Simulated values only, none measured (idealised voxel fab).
process module | voxel self aligned contacts
cross-section cut | 185 nm wide | cells 5 nm
A cross-section is a grid of square cells, given in bands from the top down. A band is one or more rows of cells.
Each band's line starts with the height of the band's top and of its bottom, in nm. Then come its materials from left to right, each with its width in nm. One material with "throughout" fills the band from edge to edge. "air" is empty space.
Height 0 is the level under which the wafer as received is all one material. The lowest band goes on downwards, as in "0 down".
A width such as "30 to 40" changes by the same amount from each row of cells to the next, from the band's top row to its bottom row.
"no change" after a step means that no cell of the cross-section changed.
closed voids: empty space of 8 cells or more with no open way to the top, each as width x height at its distance from the left edge, in nm
after a step's settings: what the simulator itself notes on the step
overlay nm, on a step with a mask: how far to the right of its planned place the mask lay; to the left if negative
plan
1 op RECEIVE | material Si
2 op CONFORMAL_DEP | material SiO2 | thk nm 5
3 op DIRECTIONAL_DEP | material polySi | thk nm 25
4 op DIRECTIONAL_DEP | material SiN | thk nm 25
5 op DIRECTIONAL_DEP | material aC | thk nm 15
6 op PATTERN | tone cover | mask id GATE | material resist | width nm 35 | pitch nm 70 | thk nm 30 | overlay nm 0
7 op DIRECTIONAL_ETCH | etch materials aC | depth nm 15
8 op STRIP | etch materials resist
9 op DIRECTIONAL_ETCH | etch materials SiN | depth nm 25
10 op DIRECTIONAL_ETCH | etch materials polySi | depth nm 25
11 op STRIP | etch materials aC
12 op CONFORMAL_DEP | material SiN | thk nm 10
13 op DIRECTIONAL_ETCH | etch materials SiN | depth nm 10
14 op FILL_DEP | material SiO2 | thk nm 10
15 op CMP | height nm 60
16 op PATTERN | tone open | mask id CONTACT | material resist | width nm 55 | thk nm 20 | overlay nm 0
17 op DIRECTIONAL_ETCH | etch materials SiO2 | depth nm 60
18 op STRIP | etch materials resist
19 op CONFORMAL_DEP | material TiN | thk nm 5
20 op FILL_DEP | material W | thk nm 5
21 op CMP | height nm 60
22 op CONFORMAL_DEP | material SiCN | thk nm 5
as received, after step 1
  0 down: Si throughout
  closed voids: none
first wafer at the end, as planned
  65 to 60: SiCN throughout
  60 to 55: SiO2 65 | TiN 25 | W 5 | TiN 25 | SiO2 65
  55 to 30: SiO2 30 | SiN 55 | TiN 5 | W 5 | TiN 5 | SiN 55 | SiO2 30
  30 to 5: SiO2 30 | SiN 10 | polySi 35 | SiN 10 | TiN 5 | W 5 | TiN 5 | SiN 10 | polySi 35 | SiN 10 | SiO2 30
  5 to 0: SiO2 85 | TiN 15 | SiO2 85
  0 down: Si throughout
  closed voids: none
second wafer at the end: like start, like plan, one mistake
  65 to 60: SiCN throughout
  60 to 55: W 25 | TiN 40 | SiO2 55 | TiN 40 | W 25
  55 to 30: W 25 | TiN 5 | SiN 55 | SiO2 15 | SiN 55 | TiN 5 | W 25
  30 to 5: W 25 | TiN 5 | SiN 10 | polySi 35 | SiN 10 | SiO2 15 | SiN 10 | polySi 35 | SiN 10 | TiN 5 | W 25
  5 to 0: TiN 30 | SiO2 125 | TiN 30
  0 down: Si throughout
  closed voids: none
what went wrong: step 16 ran as: op PATTERN | tone cover | mask id CONTACT | material resist | width nm 55 | thk nm 20 | overlay nm 0
at the end the second wafer has, in cells: 114 fewer of SiO2 | 15 more of TiN | 99 more of W
